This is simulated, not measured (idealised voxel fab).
process module | voxel released beams
cross-section cut | 215 nm wide | cells 5 nm
A cross-section is a grid of square cells, given in bands from the top down. A band is one or more rows of cells.
Each band's line starts with the height of the band's top and of its bottom, in nm. Then come its materials from left to right, each with its width in nm. One material with "throughout" fills the band from edge to edge. "air" is empty space.
Height 0 is the level under which the wafer as received is all one material. The lowest band goes on downwards, as in "0 down".
A width such as "30 to 40" changes by the same amount from each row of cells to the next, from the band's top row to its bottom row.
"no change" after a step means that no cell of the cross-section changed.
closed voids: empty space of 8 cells or more with no open way to the top, each as width x height at its distance from the left edge, in nm
after a step's settings: what the simulator itself notes on the step
overlay nm, on a step with a mask: how far to the right of its planned place the mask lay; to the left if negative
plan
1 op RECEIVE | material Si
2 op CONFORMAL_DEP | material Al2O3 | thk nm 5
3 op DIRECTIONAL_DEP | material SiO2 | thk nm 10
4 op PATTERN | tone open | mask id ANCHOR | material resist | width nm 45 | thk nm 20 | overlay nm 0
5 op DIRECTIONAL_ETCH | etch materials SiO2 | depth nm 10
6 op STRIP | etch materials resist
7 op CONFORMAL_DEP | material W | thk nm 15
8 op MASKED_ETCH | tone cover | mask id BEAM | width nm 130 | etch materials W | depth nm 15 | overlay nm 0
9 op STRIP | etch materials SiO2
first wafer, as planned
as received, after step 1
  0 down: Si throughout
  closed voids: none
after step 2
  5 to 0: Al2O3 throughout
  below 0: unchanged
after step 3
  15 to 5: SiO2 throughout
  below 5: unchanged
after step 4
  35 to 15: resist 45 | air 45 | resist 125
  below 15: unchanged
after step 5
  35 to 15: resist 45 | air 45 | resist 125
  15 to 5: SiO2 45 | air 45 | SiO2 125
  below 5: unchanged
after step 6
  15 to 5: SiO2 45 | air 45 | SiO2 125
  below 5: unchanged
after step 7
  30 to 20: W 60 | air 15 | W 140
  20 to 15: W throughout
  15 to 5: SiO2 45 | W 45 | SiO2 125
  below 5: unchanged
after step 8
  30 to 20: air 40 | W 20 | air 15 | W 95 | air 45
  20 to 15: air 40 | W 130 | air 45
  below 15: unchanged
after step 9
  30 to 20: air 40 | W 20 | air 15 | W 95 | air 45
  20 to 15: air 40 | W 130 | air 45
  15 to 5: air 45 | W 45 | air 125
  below 5: unchanged
second wafer: like start, like plan, one mistake. Through step 1 it matches the first wafer
when step 2 should have ended
  5 to 0: SiO2 throughout
  below 0: unchanged
when step 3 should have ended
  15 to 0: SiO2 throughout
  below 0: unchanged
when step 4 should have ended
  35 to 15: resist 45 | air 45 | resist 125
  below 15: unchanged
when step 5 should have ended
  35 to 15: resist 45 | air 45 | resist 125
  15 to 5: SiO2 45 | air 45 | SiO2 125
  below 5: unchanged
when step 6 should have ended
  15 to 5: SiO2 45 | air 45 | SiO2 125
  below 5: unchanged
when step 7 should have ended
  30 to 20: W 60 | air 15 | W 140
  20 to 15: W throughout
  15 to 5: SiO2 45 | W 45 | SiO2 125
  below 5: unchanged
when step 8 should have ended
  30 to 20: air 40 | W 20 | air 15 | W 95 | air 45
  20 to 15: air 40 | W 130 | air 45
  below 15: unchanged
when step 9 should have ended
  0 down: Si throughout
what went wrong: step 2 ran as: op CONFORMAL_DEP | material SiO2 | thk nm 5
at the end the second wafer has, in cells: 43 fewer of Al2O3 | 90 fewer of W
